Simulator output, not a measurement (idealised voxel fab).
Process module name: voxel ribs on slabs
This is section cut - it's 295 nm across, gridded in 5 nm square cells.
A cross-section in this document is a grid of square cells, and it is written down as bands, the top band listed before the ones below it; a band is made up of one or more rows of cells.
First you get the band's top height and its bottom height, in nm, and then the materials it's made of, left to right, with each width in nm. If you see a single material with "edge to edge", that one covers the band edge to edge. "empty" is empty space.
Height reference: 0 = level under which incoming wafer is all one material. Lowest band: no bottom, runs on downward, e.g. "z 0 and below".
Per-row width for "30 to 40": begins at first number (top row of band), ends at second number (bottom row), increment between rows held constant.
Key: "nothing different" - step with no changed cell in the cross-section.
In the "Closed cavities" entry, you get each enclosed empty space of 8 cells or more, one with no open way to the top, written width x height at distance, distance from the left edge, in nm.
Text after the settings on a step's line: the simulator's own remark on that step.
The "overlay nm" setting may appear on a step's line; for a step that uses a mask, it gives how far to the right of its planned position the mask lay, and a negative value indicates the left.
Planned process steps:
1. RECEIVE, material Si
2. DIRECTIONAL_DEP, material SiO2, thk nm 25
3. DIRECTIONAL_DEP, material SiN, thk nm 20
4. MASKED_ETCH, tone cover, mask id RIB, width nm 15, etch materials SiN, depth nm 10, overlay nm 0
5. PATTERN, tone cover, mask id SLAB, material resist, width nm 55, thk nm 15, overlay nm 0
6. DIRECTIONAL_ETCH, etch materials SiN, depth nm 10
7. STRIP, etch materials resist
8. FILL_DEP, material SiO2, thk nm 25
9. CMP, height nm 60
10. DIRECTIONAL_DEP, material TiN, thk nm 10
11. DIRECTIONAL_DEP, material aC, thk nm 15
12. PATTERN, tone cover, mask id HEATER, material resist, width nm 25, thk nm 30, overlay nm 0
13. DIRECTIONAL_ETCH, etch materials aC, depth nm 15
14. STRIP, etch materials resist
15. DIRECTIONAL_ETCH, etch materials TiN, depth nm 10
16. STRIP, etch materials aC
17. CONFORMAL_DEP, material SiN, thk nm 10
Wafer cross-section on receipt, i.e. after step 1:
- z 0 and below: Si edge to edge
- Closed cavities: none
Cross-sectional view of the first of the two wafers upon completion of the module, processed in accordance with the plan:
- z 80 to 70: empty: 125, then SiN: 45, then empty: 125
- z 70 to 60: SiN: 135, then TiN: 25, then SiN: 135
- z 60 to 45: SiO2 edge to edge
- z 45 to 35: SiO2: 140, then SiN: 15, then SiO2: 140
- z 35 to 25: SiO2: 120, then SiN: 55, then SiO2: 120
- z 25 to 0: SiO2 edge to edge
- z 0 and below: Si edge to edge
- Closed cavities: none
Second wafer through the module, sectioned at the end: same beginning and same plan as the first wafer, with one mistake in carrying it out:
- z 80 to 70: empty: 125, then SiN: 45, then empty: 125
- z 70 to 60: SiN: 135, then TiN: 25, then SiN: 135
- z 60 to 20: SiO2 edge to edge
- z 20 to 0: SiN edge to edge
- z 0 and below: Si edge to edge
- Closed cavities: none
what went wrong: sequence error: steps 2 and 3 interchanged
Final difference in cells, second wafer against first, listed per material as more or fewer: SiN +208; SiO2 -208
